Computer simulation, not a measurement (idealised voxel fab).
The process module that follows is named voxel trench capacitor.
FYI the section here is cut, 270 nm wide, cells are 5 nm squares.
Notation: cross-section as square-cell grid; stated in bands, top first, going down; one or more cell rows per band. Top, bottom (nm), then materials left to right with widths (nm); lone material tagged "full width" fills the whole band edge to edge; "air" = empty space. The reference from which all heights are counted is 0, the level beneath which the as-received wafer is entirely one material; the lowest band, having no lower bound, proceeds downward and is written after the example "0 nm and below". The two numbers in a width such as "30..40" mark its ends across the band: the first belongs to the top row of cells, the second to the bottom row, and from each row to the next the width moves by the same amount. "nothing different", as given for a step, is the statement that not any cell of the cross-section underwent a change during that step. In "Tabulated closed voids" the enclosed voids are listed, meaning empty spaces of 8 cells or larger without any opening to the top. The form is width x height at distance, distance from the left edge, units nm. Formally, on a step line, whatever follows the settings is a remark that the simulator itself makes on the step. overlay nm: step with mask; distance mask lay right of planned place; negative value = left of planned place.
Below is the list of planned process steps
| 1 | RECEIVE, material Si |
| 2 | CONFORMAL_DEP, material SiN, thk nm 5 |
| 3 | DIRECTIONAL_DEP, material aC, thk nm 15 |
| 4 | PATTERN, tone open, mask id TRENCH, material resist, width nm 25, pitch nm 45, thk nm 35, overlay nm 0 |
| 5 | DIRECTIONAL_ETCH, etch materials aC, depth nm 15 |
| 6 | STRIP, etch materials resist |
| 7 | DIRECTIONAL_ETCH, etch materials SiN, depth nm 5 |
| 8 | DIRECTIONAL_ETCH, etch materials Si, depth nm 25 |
| 9 | STRIP, etch materials aC |
| 10 | CONFORMAL_DEP, material Al2O3, thk nm 5 |
| 11 | FILL_DEP, material polySi, thk nm 5 |
| 12 | CMP, height nm 5 |
Wafer, first of two, run as planned
As-received state of the wafer in cross-section, equivalent to post-step 1
0 nm and below  Si full width
Tabulated closed voids: none
Once step 2 is through, the wafer looks like this in cross-section
5 nm to 0 nm  SiN full width
All layers under 0 are left as they were.
Once step 3 is through, the wafer looks like this in cross-section
20 nm to 5 nm  aC full width
All layers under 5 are left as they were.
Once step 4 is through, the wafer looks like this in cross-section
55 nm to 20 nm  resist (100), air (25), resist (20), air (25), resist (100)
All layers under 20 are left as they were.
Once step 5 is through, the wafer looks like this in cross-section
40 nm to 20 nm  resist (100), air (25), resist (20), air (25), resist (100)
20 nm to 5 nm  aC (100), air (25), aC (20), air (25), aC (100)
All layers under 5 are left as they were.
Once step 6 is through, the wafer looks like this in cross-section
20 nm to 5 nm  aC (100), air (25), aC (20), air (25), aC (100)
All layers under 5 are left as they were.
Once step 7 is through, the wafer looks like this in cross-section
20 nm to 5 nm  aC (100), air (25), aC (20), air (25), aC (100)
5 nm to 0 nm  SiN (100), air (25), SiN (20), air (25), SiN (100)
All layers under 0 are left as they were.
Once step 8 is through, the wafer looks like this in cross-section
20 nm to 5 nm  aC (100), air (25), aC (20), air (25), aC (100)
5 nm to 0 nm  SiN (100), air (25), SiN (20), air (25), SiN (100)
0 nm to -25 nm  Si (100), air (25), Si (20), air (25), Si (100)
All layers under -25 are left as they were.
Once step 9 is through, the wafer looks like this in cross-section
5 nm to 0 nm  SiN (100), air (25), SiN (20), air (25), SiN (100)
All layers under 0 are left as they were.
Once step 10 is through, the wafer looks like this in cross-section
10 nm to 5 nm  Al2O3 (105), air (15), Al2O3 (30), air (15), Al2O3 (105)
5 nm to 0 nm  SiN (100), Al2O3 (5), air (15), Al2O3 (5), SiN (20), Al2O3 (5), air (15), Al2O3 (5), SiN (100)
0 nm to -20 nm  Si (100), Al2O3 (5), air (15), Al2O3 (5), Si (20), Al2O3 (5), air (15), Al2O3 (5), Si (100)
-20 nm to -25 nm  Si (100), Al2O3 (25), Si (20), Al2O3 (25), Si (100)
All layers under -25 are left as they were.
Once step 11 is through, the wafer looks like this in cross-section
15 nm to 10 nm  polySi full width
10 nm to 5 nm  Al2O3 (105), polySi (15), Al2O3 (30), polySi (15), Al2O3 (105)
5 nm to 0 nm  SiN (100), Al2O3 (5), polySi (15), Al2O3 (5), SiN (20), Al2O3 (5), polySi (15), Al2O3 (5), SiN (100)
0 nm to -20 nm  Si (100), Al2O3 (5), polySi (15), Al2O3 (5), Si (20), Al2O3 (5), polySi (15), Al2O3 (5), Si (100)
All layers under -20 are left as they were.
Once step 12 is through, the wafer looks like this in cross-section
5 nm to 0 nm  SiN (100), Al2O3 (5), polySi (15), Al2O3 (5), SiN (20), Al2O3 (5), polySi (15), Al2O3 (5), SiN (100)
All layers under 0 are left as they were.
What follows concerns the second wafer, which started out like the first and was meant to follow the very same plan; one mistake crept in when it was run, but everything up to and including step 3 is the same as for the first wafer
Planned end of step 4: second wafer, cross-section
55 nm to 20 nm  resist (105), air (25), resist (20), air (25), resist (95)
All layers under 20 are left as they were.
Planned end of step 5: second wafer, cross-section
40 nm to 20 nm  resist (105), air (25), resist (20), air (25), resist (95)
20 nm to 5 nm  aC (105), air (25), aC (20), air (25), aC (95)
All layers under 5 are left as they were.
Planned end of step 6: second wafer, cross-section
20 nm to 5 nm  aC (105), air (25), aC (20), air (25), aC (95)
All layers under 5 are left as they were.
Planned end of step 7: second wafer, cross-section
20 nm to 5 nm  aC (105), air (25), aC (20), air (25), aC (95)
5 nm to 0 nm  SiN (105), air (25), SiN (20), air (25), SiN (95)
All layers under 0 are left as they were.
Planned end of step 8: second wafer, cross-section
20 nm to 5 nm  aC (105), air (25), aC (20), air (25), aC (95)
5 nm to 0 nm  SiN (105), air (25), SiN (20), air (25), SiN (95)
0 nm to -25 nm  Si (105), air (25), Si (20), air (25), Si (95)
All layers under -25 are left as they were.
Planned end of step 9: second wafer, cross-section
5 nm to 0 nm  SiN (105), air (25), SiN (20), air (25), SiN (95)
All layers under 0 are left as they were.
Planned end of step 10: second wafer, cross-section
10 nm to 5 nm  Al2O3 (110), air (15), Al2O3 (30), air (15), Al2O3 (100)
5 nm to 0 nm  SiN (105), Al2O3 (5), air (15), Al2O3 (5), SiN (20), Al2O3 (5), air (15), Al2O3 (5), SiN (95)
0 nm to -20 nm  Si (105), Al2O3 (5), air (15), Al2O3 (5), Si (20), Al2O3 (5), air (15), Al2O3 (5), Si (95)
-20 nm to -25 nm  Si (105), Al2O3 (25), Si (20), Al2O3 (25), Si (95)
All layers under -25 are left as they were.
Planned end of step 11: second wafer, cross-section
15 nm to 10 nm  polySi full width
10 nm to 5 nm  Al2O3 (110), polySi (15), Al2O3 (30), polySi (15), Al2O3 (100)
5 nm to 0 nm  SiN (105), Al2O3 (5), polySi (15), Al2O3 (5), SiN (20), Al2O3 (5), polySi (15), Al2O3 (5), SiN (95)
0 nm to -20 nm  Si (105), Al2O3 (5), polySi (15), Al2O3 (5), Si (20), Al2O3 (5), polySi (15), Al2O3 (5), Si (95)
All layers under -20 are left as they were.
Planned end of step 12: second wafer, cross-section
5 nm to 0 nm  SiN (105), Al2O3 (5), polySi (15), Al2O3 (5), SiN (20), Al2O3 (5), polySi (15), Al2O3 (5), SiN (95)
All layers under 0 are left as they were.
In executing the process, a mistake was made relative to the plan: heads up, step 4 didn't go per plan, it actually ran as PATTERN, tone open, mask id TRENCH, material resist, width nm 25, pitch nm 45, thk nm 35, overlay nm 5
When the process is done, the second wafer contains the same cell count of every material as the first wafer, but distributed over other locations.
